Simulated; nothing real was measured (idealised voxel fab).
Presented below is a process module, voxel tone inversion.
It is cross-section cut that appears here, measuring 280 nm in width, its square cells being 5 nm in size.
Just so we're on the same page, the cross-sections are grids of square cells, and they're listed out in bands top to bottom, each band one or more rows deep. Band: top height; bottom height; in nm. Then, left to right: material with width in nm, for each material. "everywhere": a single material spanning edge to edge. "empty": empty space. Heights are expressed relative to 0, this being the level below which the as-received wafer comprises one material exclusively. The lowest band is unbounded in the downward direction and is denoted as in "0 -> down". Width: "30->40" (first number = top row, second number = bottom row, same change from row to row of cells). A step reported as "stayed the same" is a step in which no cell of the cross-section changed. Each empty space that has no open way to the top and spans at least 8 cells appears under "Closed empty spaces" as width x height at distance, the distance counted from the left edge, all in nm. Heads up: the bit after the settings on a step's line is the simulator's remark on that step. The "overlay nm" setting may appear on a step's line; for a step that uses a mask, it gives how far to the right of its planned position the mask lay, and a negative value indicates the left.
PLANNED STEP LIST FOR THE PROCESS
- 1: RECEIVE, material Si
- 2: CONFORMAL_DEP, material SiN, thk nm 10
- 3: DIRECTIONAL_DEP, material aC, thk nm 20
- 4: PATTERN, tone cover, mask id POSTS, material resist, width nm 20, pitch nm 40, thk nm 30, overlay nm 0
- 5: DIRECTIONAL_ETCH, etch materials aC, depth nm 20
- 6: STRIP, etch materials resist
- 7: FILL_DEP, material lowk, thk nm 5
- 8: CMP, height nm 30
- 9: STRIP, etch materials aC
- 10: CONFORMAL_DEP, material TiN, thk nm 5
- 11: FILL_DEP, material Ru, thk nm 5
- 12: CMP, height nm 30
- 13: CONFORMAL_DEP, material SiCN, thk nm 5
CROSS-SECTION, INCOMING MATERIAL, AFTER STEP 1
    0 -> down  Si everywhere
    Closed empty spaces: none
FIRST OF TWO WAFERS: CROSS-SECTION AT END OF MODULE, RUN PER PLAN
    35 -> 30  SiCN everywhere
    30 -> 15  lowk=90 / TiN=5 / Ru=10 / TiN=5 / lowk=20 / TiN=5 / Ru=10 / TiN=5 / lowk=20 / TiN=5 / Ru=10 / TiN=5 / lowk=90
    15 -> 10  lowk=90 / TiN=20 / lowk=20 / TiN=20 / lowk=20 / TiN=20 / lowk=90
    10 -> 0  SiN everywhere
    0 -> down  Si everywhere
    Closed empty spaces: none
WAFER TWO CROSS-SECTION, MODULE END. START AND PLAN UNCHANGED FROM WAFER ONE; ONE MISTAKE MADE DURING THE RUN
    35 -> 30  SiCN everywhere
    30 -> 15  Ru=85 / TiN=5 / lowk=20 / TiN=5 / Ru=10 / TiN=5 / lowk=20 / TiN=5 / Ru=10 / TiN=5 / lowk=20 / TiN=5 / Ru=85
    15 -> 10  TiN=90 / lowk=20 / TiN=20 / lowk=20 / TiN=20 / lowk=20 / TiN=90
    10 -> 0  SiN everywhere
    0 -> down  Si everywhere
    Closed empty spaces: none
Which mistake was made when the wafer was run? step 4 deviated from plan and actually ran as PATTERN, tone open, mask id POSTS, material resist, width nm 20, pitch nm 40, thk nm 30, overlay nm 0
FYI, end of process, the second wafer has more or fewer cells of some materials than the first: +96 Ru | +32 TiN | -128 lowk
